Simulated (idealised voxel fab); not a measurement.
Process module name: voxel gate over fins
Cross-section cut: width 280 nm, square cells of 5 nm.
Cross-sections here: square-cell grids, written as top-down lists of bands, a band being one or more rows of cells. Top, bottom (nm), then materials left to right with widths (nm); lone material tagged "everywhere" fills the whole band edge to edge; "empty" = empty space. Zero point of the height axis is 0; under it, received wafer = one material. Lowest band: continues down indefinitely, "0 down". With a width like "30->40", each row of cells in the band differs from the next by the same amount, the top row carrying the first number and the bottom row the second. Given "no change" for a step, no cell of the cross-section differs between before and after that step. "Enclosed void entries" contains a list of empty spaces, each no smaller than 8 cells and without an open way to the top, written in the form width x height at distance with the distance from the left edge and all three in nm. On each step's line, the part that comes after the settings is the simulator's own comment on the step. overlay nm: mask right of planned place by this much (step with mask). Neg. = left.
LIST OF PLANNED PROCESS STEPS
1) RECEIVE,material Si
2) CONFORMAL_DEP,material SiN,thk nm 5
3) PATTERN,tone cover,mask id FINS,material resist,width nm 15,pitch nm 35,thk nm 15,overlay nm 0
4) DIRECTIONAL_ETCH,etch materials SiN,depth nm 5
5) DIRECTIONAL_ETCH,etch materials Si,depth nm 40
6) STRIP,etch materials resist
7) OXIDIZE,depth nm 5
8) FILL_DEP,material SiO2,thk nm 15
9) CMP,height nm 5
10) SELECTIVE_ETCH,etch materials SiO2,depth nm 15
11) STRIP,etch materials SiN
12) CONFORMAL_DEP,material HfO2,thk nm 5
13) CONFORMAL_DEP,material TiN,thk nm 5
14) CONFORMAL_DEP,material TiAl,thk nm 5
15) CONFORMAL_DEP,material TiN,thk nm 5
16) FILL_DEP,material W,thk nm 10
17) CMP,height nm 25
18) CONFORMAL_DEP,material SiN,thk nm 10
STEP 1 COMPLETE: CROSS-SECTION OF THE WAFER AS RECEIVED
    0 down = Si everywhere
    Enclosed void entries: none
AS-PLANNED RUN: CROSS-SECTION OF THE FIRST OF TWO WAFERS AT END OF MODULE
    35 to 25 = SiN everywhere
    25 to 20 = W everywhere
    20 to 15 = 80 W / 115 TiN / 85 W
    15 to 10 = 80 W / 5 TiN / 105 TiAl / 5 TiN / 85 W
    10 to 5 = 85 TiN / 5 TiAl / 25 TiN / 10 TiAl / 25 TiN / 10 TiAl / 25 TiN / 5 TiAl / 90 TiN
    5 to 0 = 90 TiAl / 5 TiN / 15 HfO2 / 5 TiN / 10 TiAl / 5 TiN / 15 HfO2 / 5 TiN / 10 TiAl / 5 TiN / 15 HfO2 / 5 TiN / 95 TiAl
    0 to -5 = 95 TiN / 5 HfO2 / 5 Si / 5 HfO2 / 20 TiN / 5 HfO2 / 5 Si / 5 HfO2 / 20 TiN / 5 HfO2 / 5 Si / 5 HfO2 / 100 TiN
    -5 to -10 = 100 HfO2 / 5 Si / 30 HfO2 / 5 Si / 30 HfO2 / 5 Si / 105 HfO2
    -10 to -45 = 100 SiO2 / 5 Si / 30 SiO2 / 5 Si / 30 SiO2 / 5 Si / 105 SiO2
    -45 down = Si everywhere
    Enclosed void entries: none
CROSS-SECTIONAL VIEW OF THE SECOND OF TWO WAFERS UPON COMPLETION OF THE MODULE. THIS WAFER SHARED ITS STARTING CONDITION AND PROCESS PLAN WITH THE FIRST; ONE ERROR WAS MADE DURING ITS EXECUTION
    40 to 25 = SiN everywhere
    25 to 20 = W everywhere
    20 to 15 = 80 W / 115 TiN / 85 W
    15 to 10 = 80 W / 5 TiN / 105 TiAl / 5 TiN / 85 W
    10 to 5 = 85 TiN / 5 TiAl / 25 TiN / 10 TiAl / 25 TiN / 10 TiAl / 25 TiN / 5 TiAl / 90 TiN
    5 to 0 = 90 TiAl / 5 TiN / 15 HfO2 / 5 TiN / 10 TiAl / 5 TiN / 15 HfO2 / 5 TiN / 10 TiAl / 5 TiN / 15 HfO2 / 5 TiN / 95 TiAl
    0 to -5 = 95 TiN / 5 HfO2 / 5 Si / 5 HfO2 / 20 TiN / 5 HfO2 / 5 Si / 5 HfO2 / 20 TiN / 5 HfO2 / 5 Si / 5 HfO2 / 100 TiN
    -5 to -10 = 100 HfO2 / 5 Si / 30 HfO2 / 5 Si / 30 HfO2 / 5 Si / 105 HfO2
    -10 to -45 = 100 SiO2 / 5 Si / 30 SiO2 / 5 Si / 30 SiO2 / 5 Si / 105 SiO2
    -45 down = Si everywhere
    Enclosed void entries: none
The mistake made against the process plan was this: step 18 went in with a setting other than planned; the actual run was CONFORMAL_DEP,material SiN,thk nm 15
In the final state, the cell counts of the second wafer exceed or fall short of those of the first for the following materials: +56 SiN
